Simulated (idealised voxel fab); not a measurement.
You're looking at the process module voxel lift off.
Cross-section cut: width 175 nm, square cells of 5 nm.
Throughout this document, each cross-section is represented as a grid of square cells and is presented as a sequence of bands enumerated from the top downward, where a band comprises one or more rows of cells.
The entry gives the band's vertical extent as a top height and a bottom height in nm, then its horizontal make-up as materials from left to right, each with a width in nm. "blank" stands for empty space; a single material marked "everywhere" fills the band edge to edge.
The level at which height equals 0 is the one under which the wafer, as it arrives, is entirely one material. No lower edge exists for the bottom band, which continues downward and is notated as in "0 and below".
Note: "30..40" means the width goes from the first number (top row of the band) to the second number (bottom row) in equal steps per row of cells.
Given "stayed the same" for a step, no cell of the cross-section differs between before and after that step.
"Closed void entries" - sealed voids, min. 8 cells, no opening to top; format: width x height at distance (distance from left edge; nm throughout).
Post-settings text on a step line: simulator's own remark regarding the step.
A step's line can hold "overlay nm"; with a mask on that step, the setting says how far right of the planned place the mask lay, while a negative setting says it lay to the left.
**Here's what the planned process steps look like**
1: RECEIVE | material Si
2: CONFORMAL_DEP | material SiN | thk nm 10
3: PATTERN | tone open | mask id LINES | material resist | width nm 15 | pitch nm 45 | thk nm 20 | overlay nm 0
4: DIRECTIONAL_DEP | material Ru | thk nm 10
5: STRIP | etch materials resist
6: CONFORMAL_DEP | material SiN | thk nm 5
**First wafer, two in total, run as planned**
**Wafer at receipt (post step 1), cross-section**
	0 and below = Si everywhere
	Closed void entries: none
**Presented here is a cross-section of the wafer after step 2 has been performed**
	10 down to 0 = SiN everywhere
	Below a height of 0, the structure has not been altered.
**Presented here is a cross-section of the wafer after step 3 has been performed**
	30 down to 10 = resist=35  blank=15  resist=30  blank=15  resist=30  blank=15  resist=35
	Below a height of 10, the structure has not been altered.
**Presented here is a cross-section of the wafer after step 4 has been performed**
	40 down to 30 = Ru=35  blank=15  Ru=30  blank=15  Ru=30  blank=15  Ru=35
	30 down to 20 = resist=35  blank=15  resist=30  blank=15  resist=30  blank=15  resist=35
	20 down to 10 = resist=35  Ru=15  resist=30  Ru=15  resist=30  Ru=15  resist=35
	Below a height of 10, the structure has not been altered.
**Presented here is a cross-section of the wafer after step 5 has been performed**
	20 down to 10 = blank=35  Ru=15  blank=30  Ru=15  blank=30  Ru=15  blank=35
	Below a height of 10, the structure has not been altered.
**Presented here is a cross-section of the wafer after step 6 has been performed**
	25 down to 20 = blank=30  SiN=25  blank=20  SiN=25  blank=20  SiN=25  blank=30
	20 down to 15 = blank=30  SiN=5  Ru=15  SiN=5  blank=20  SiN=5  Ru=15  SiN=5  blank=20  SiN=5  Ru=15  SiN=5  blank=30
	15 down to 10 = SiN=35  Ru=15  SiN=30  Ru=15  SiN=30  Ru=15  SiN=35
	Below a height of 10, the structure has not been altered.
**Notes, second wafer: start = first wafer's, plan = first wafer's, execution had one mistake; history identical to first through step 4**
**Planned end of step 5: second wafer, cross-section**
	20 down to 10 = blank=35  Ru=15  blank=30  Ru=15  blank=30  Ru=15  blank=35
	Below a height of 10, the structure has not been altered.
**Planned end of step 6: second wafer, cross-section**
	25 down to 20 = blank=30  SiN=25  blank=20  SiN=25  blank=20  SiN=25  blank=30
	20 down to 15 = blank=30  SiN=5  Ru=15  SiN=5  blank=20  SiN=5  Ru=15  SiN=5  blank=20  SiN=5  Ru=15  SiN=5  blank=30
	15 down to 10 = SiN=35  Ru=15  SiN=30  Ru=15  SiN=30  Ru=15  SiN=35
	Below a height of 10, the structure has not been altered.
Which mistake was made when the wafer was run? plan step 5 was twice executed
Outcome: the two wafer cross-sections end up identical, and the model's computation is unaffected by the mistake.
